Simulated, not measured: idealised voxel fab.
process module | voxel self aligned vias
cross-section cut | 230 nm wide | cells 5 nm
A cross-section is a grid of square cells, given in bands from the top down. A band is one or more rows of cells.
Each band's line starts with the height of the band's top and of its bottom, in nm. Then come its materials from left to right, each with its width in nm. One material with "throughout" fills the band from edge to edge. "air" is empty space.
Height 0 is the level under which the wafer as received is all one material. The lowest band goes on downwards, as in "0 down".
A width such as "30 to 40" changes by the same amount from each row of cells to the next, from the band's top row to its bottom row.
"no change" after a step means that no cell of the cross-section changed.
closed voids: empty space of 8 cells or more with no open way to the top, each as width x height at its distance from the left edge, in nm
after a step's settings: what the simulator itself notes on the step
overlay nm, on a step with a mask: how far to the right of its planned place the mask lay; to the left if negative
plan
1 op RECEIVE | material Si
2 op CONFORMAL_DEP | material SiO2 | thk nm 15
3 op CONFORMAL_DEP | material SiCN | thk nm 5
4 op DIRECTIONAL_DEP | material lowk | thk nm 20
5 op MASKED_ETCH | tone open | mask id LINES | width nm 30 | pitch nm 55 | etch materials lowk | depth nm 20 | overlay nm 0
6 op CONFORMAL_DEP | material TiN | thk nm 5
7 op FILL_DEP | material W | thk nm 10
8 op CMP | height nm 40
9 op SELECTIVE_ETCH | etch materials W Ru TiN | depth nm 5
10 op FILL_DEP | material SiN | thk nm 10
11 op CMP | height nm 40
12 op DIRECTIONAL_DEP | material lowk | thk nm 20
13 op DIRECTIONAL_DEP | material aC | thk nm 15
14 op PATTERN | tone open | mask id VIAS | material resist | width nm 40 | thk nm 30 | overlay nm 0
15 op DIRECTIONAL_ETCH | etch materials aC | depth nm 15
16 op STRIP | etch materials resist
17 op DIRECTIONAL_ETCH | etch materials lowk | depth nm 20
18 op DIRECTIONAL_ETCH | etch materials SiN | depth nm 5
19 op STRIP | etch materials aC
20 op CONFORMAL_DEP | material TiN | thk nm 5
21 op FILL_DEP | material W | thk nm 10
22 op CMP | height nm 60
23 op CONFORMAL_DEP | material SiN | thk nm 5
as received, after step 1
  0 down: Si throughout
  closed voids: none
a wafer at the end: this start, this plan, one mistake
  65 to 60: SiN throughout
  60 to 45: W 60 | TiN 5 | lowk 40 | TiN 5 | W 120
  45 to 40: TiN 65 | lowk 40 | TiN 25 | W 20 | TiN 80
  40 to 35: lowk 70 | SiN 30 | lowk 25 | TiN 30 | lowk 75
  35 to 25: lowk 70 | TiN 5 | W 20 | TiN 5 | lowk 25 | TiN 5 | W 20 | TiN 5 | lowk 75
  25 to 20: lowk 70 | TiN 30 | lowk 25 | TiN 30 | lowk 75
  20 to 15: SiCN throughout
  15 to 0: SiO2 throughout
  0 down: Si throughout
  closed voids: none
what went wrong: step 14 ran as: op PATTERN | tone cover | mask id VIAS | material resist | width nm 40 | thk nm 30 | overlay nm 0
